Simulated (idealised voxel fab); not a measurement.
process module | voxel ribs on slabs
cross-section cut | 240 nm wide | cells 5 nm
A cross-section is a grid of square cells, given in bands from the top down. A band is one or more rows of cells.
Each band's line starts with the height of the band's top and of its bottom, in nm. Then come its materials from left to right, each with its width in nm. One material with "throughout" fills the band from edge to edge. "air" is empty space.
Height 0 is the level under which the wafer as received is all one material. The lowest band goes on downwards, as in "0 down".
A width such as "30 to 40" changes by the same amount from each row of cells to the next, from the band's top row to its bottom row.
"no change" after a step means that no cell of the cross-section changed.
closed voids: empty space of 8 cells or more with no open way to the top, each as width x height at its distance from the left edge, in nm
after a step's settings: what the simulator itself notes on the step
overlay nm, on a step with a mask: how far to the right of its planned place the mask lay; to the left if negative
plan
1 op RECEIVE | material Si
2 op DIRECTIONAL_DEP | material SiO2 | thk nm 25
3 op DIRECTIONAL_DEP | material SiN | thk nm 25
4 op PATTERN | tone cover | mask id RIB | material resist | width nm 30 | thk nm 20 | overlay nm 0
5 op DIRECTIONAL_ETCH | etch materials SiN | depth nm 5
6 op STRIP | etch materials resist
7 op PATTERN | tone cover | mask id SLAB | material resist | width nm 90 | thk nm 15 | overlay nm 0
8 op DIRECTIONAL_ETCH | etch materials SiN | depth nm 20
9 op STRIP | etch materials resist
10 op FILL_DEP | material SiO2 | thk nm 20
11 op CMP | height nm 65
12 op DIRECTIONAL_DEP | material W | thk nm 5
13 op DIRECTIONAL_DEP | material aC | thk nm 10
14 op PATTERN | tone cover | mask id HEATER | material resist | width nm 40 | thk nm 30 | overlay nm 0
15 op DIRECTIONAL_ETCH | etch materials aC | depth nm 10
16 op STRIP | etch materials resist
17 op DIRECTIONAL_ETCH | etch materials W | depth nm 5
18 op STRIP | etch materials aC
19 op CONFORMAL_DEP | material SiO2 | thk nm 5
first wafer, as planned
as received, after step 1
  0 down: Si throughout
  closed voids: none
after step 2
  25 to 0: SiO2 throughout
  below 0: unchanged
after step 3
  50 to 25: SiN throughout
  below 25: unchanged
after step 4
  70 to 50: air 105 | resist 30 | air 105
  below 50: unchanged
after step 5
  70 to 50: air 105 | resist 30 | air 105
  50 to 45: air 105 | SiN 30 | air 105
  below 45: unchanged
after step 6
  50 to 45: air 105 | SiN 30 | air 105
  below 45: unchanged
after step 7
  65 to 50: air 75 | resist 90 | air 75
  50 to 45: air 75 | resist 30 | SiN 30 | resist 30 | air 75
  below 45: unchanged
after step 8
  65 to 50: air 75 | resist 90 | air 75
  50 to 45: air 75 | resist 30 | SiN 30 | resist 30 | air 75
  45 to 25: air 75 | SiN 90 | air 75
  below 25: unchanged
after step 9
  50 to 45: air 105 | SiN 30 | air 105
  below 45: unchanged
after step 10
  70 to 50: SiO2 throughout
  50 to 45: SiO2 105 | SiN 30 | SiO2 105
  45 to 25: SiO2 75 | SiN 90 | SiO2 75
  below 25: unchanged
after step 11
  65 to 50: SiO2 throughout
  below 50: unchanged
after step 12
  70 to 65: W throughout
  below 65: unchanged
after step 13
  80 to 70: aC throughout
  below 70: unchanged
after step 14
  110 to 80: air 100 | resist 40 | air 100
  below 80: unchanged
after step 15
  100 to 80: air 100 | resist 40 | air 100
  80 to 70: air 100 | aC 40 | air 100
  below 70: unchanged
after step 16
  80 to 70: air 100 | aC 40 | air 100
  below 70: unchanged
after step 17
  80 to 70: air 100 | aC 40 | air 100
  70 to 65: air 100 | W 40 | air 100
  below 65: unchanged
after step 18
  70 to 65: air 100 | W 40 | air 100
  below 65: unchanged
after step 19
  75 to 70: air 95 | SiO2 50 | air 95
  70 to 65: SiO2 100 | W 40 | SiO2 100
  below 65: unchanged
second wafer: like start, like plan, one mistake. Through step 6 it matches the first wafer
when step 7 should have ended
  65 to 50: air 70 | resist 100 | air 70
  50 to 45: air 70 | resist 35 | SiN 30 | resist 35 | air 70
  below 45: unchanged
when step 8 should have ended
  65 to 50: air 70 | resist 100 | air 70
  50 to 45: air 70 | resist 35 | SiN 30 | resist 35 | air 70
  45 to 25: air 70 | SiN 100 | air 70
  below 25: unchanged
when step 9 should have ended
  50 to 45: air 105 | SiN 30 | air 105
  below 45: unchanged
when step 10 should have ended
  70 to 50: SiO2 throughout
  50 to 45: SiO2 105 | SiN 30 | SiO2 105
  45 to 25: SiO2 70 | SiN 100 | SiO2 70
  below 25: unchanged
when step 11 should have ended
  65 to 50: SiO2 throughout
  below 50: unchanged
when step 12 should have ended
  70 to 65: W throughout
  below 65: unchanged
when step 13 should have ended
  80 to 70: aC throughout
  below 70: unchanged
when step 14 should have ended
  110 to 80: air 100 | resist 40 | air 100
  below 80: unchanged
when step 15 should have ended
  100 to 80: air 100 | resist 40 | air 100
  80 to 70: air 100 | aC 40 | air 100
  below 70: unchanged
when step 16 should have ended
  80 to 70: air 100 | aC 40 | air 100
  below 70: unchanged
when step 17 should have ended
  80 to 70: air 100 | aC 40 | air 100
  70 to 65: air 100 | W 40 | air 100
  below 65: unchanged
when step 18 should have ended
  70 to 65: air 100 | W 40 | air 100
  below 65: unchanged
when step 19 should have ended
  75 to 70: air 95 | SiO2 50 | air 95
  70 to 65: SiO2 100 | W 40 | SiO2 100
  below 65: unchanged
what went wrong: step 7 ran as: op PATTERN | tone cover | mask id SLAB | material resist | width nm 100 | thk nm 15 | overlay nm 0
at the end the second wafer has, in cells: 8 more of SiN | 8 fewer of SiO2
